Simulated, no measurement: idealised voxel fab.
voxel released beams: a process module
It is cross-section cut that appears here, measuring 170 nm in width, its square cells being 5 nm in size.
A cross-section in this document is a grid of square cells, and it is written down as bands, the top band listed before the ones below it; a band is made up of one or more rows of cells. First you get the band's top height and its bottom height, in nm, and then the materials it's made of, left to right, with each width in nm. If you see a single material with "throughout", that one covers the band edge to edge. "air" is empty space. Ref level 0: as-received wafer is one material below here. Bottom band extends down with no lower bound ("from 0 down"). Width "30..40": first value at the band's top row of cells, second value at its bottom row, equal change from row to row. "nothing different" after a step means that no cell of the cross-section changed. What "Listed closed voids" gives you is every empty space of 8 cells or more that is cut off from the top. Each appears as width x height at distance, with the distance taken from the left edge and width, height and distance all in nm. Heads up: the bit after the settings on a step's line is the simulator's remark on that step. "overlay nm" denotes, for a step that has a mask, the displacement of the mask to the right of its planned place, with negative values corresponding to the left.
Process steps - plan:
1) RECEIVE with material Si
2) CONFORMAL_DEP with material SiN, thk nm 5
3) DIRECTIONAL_DEP with material SiO2, thk nm 20
4) DIRECTIONAL_DEP with material aC, thk nm 15
5) PATTERN with tone open, mask id ANCHOR, material resist, width nm 45, thk nm 30, overlay nm 0
6) DIRECTIONAL_ETCH with etch materials aC, depth nm 15
7) STRIP with etch materials resist
8) DIRECTIONAL_ETCH with etch materials SiO2, depth nm 20
9) STRIP with etch materials aC
10) CONFORMAL_DEP with material polySi, thk nm 15
11) DIRECTIONAL_DEP with material aC, thk nm 10
12) PATTERN with tone cover, mask id BEAM, material resist, width nm 80, thk nm 25, overlay nm 0
13) DIRECTIONAL_ETCH with etch materials aC, depth nm 10
14) STRIP with etch materials resist
15) DIRECTIONAL_ETCH with etch materials polySi, depth nm 15
16) STRIP with etch materials aC
17) STRIP with etch materials SiO2
The width nm used in step 12 is not the same on every wafer, whereas the starting condition is; the value printed in the plan is the first wafer's.
Received condition of the first of several wafers, sectioned: post-step 1:
  from 0 down: Si throughout
  Listed closed voids: none
Quick look at the cross-section of the first of several wafers after step 17, which wraps up the module:
  from 40 to 25: air: 40 | polySi: 15 | air: 15 | polySi: 50 | air: 50
  from 25 to 20: air: 40 | polySi: 15 | air: 15 | polySi: 15 | air: 85
  from 20 to 5: air: 40 | polySi: 45 | air: 85
  from 5 to 0: SiN throughout
  from 0 down: Si throughout
  Listed closed voids: none
The last wafer as seen in cross-section at the end of the module:
  from 40 to 25: air: 30 | polySi: 25 | air: 15 | polySi: 65 | air: 35
  from 25 to 20: air: 40 | polySi: 15 | air: 15 | polySi: 15 | air: 85
  from 20 to 5: air: 40 | polySi: 45 | air: 85
  from 5 to 0: SiN throughout
  from 0 down: Si throughout
  Listed closed voids: none
each wafer at the end: cells of each material gained (+) or lost (-) since it was received, then its closed voids:
width nm 80 | +34 SiN | +72 polySi | Listed closed voids: none
width nm 85 | +34 SiN | +75 polySi | Listed closed voids: none
width nm 90 | +34 SiN | +78 polySi | Listed closed voids: none
width nm 95 | +34 SiN | +81 polySi | Listed closed voids: none
width nm 100 | +34 SiN | +84 polySi | Listed closed voids: none
width nm 105 | +34 SiN | +87 polySi | Listed closed voids: none
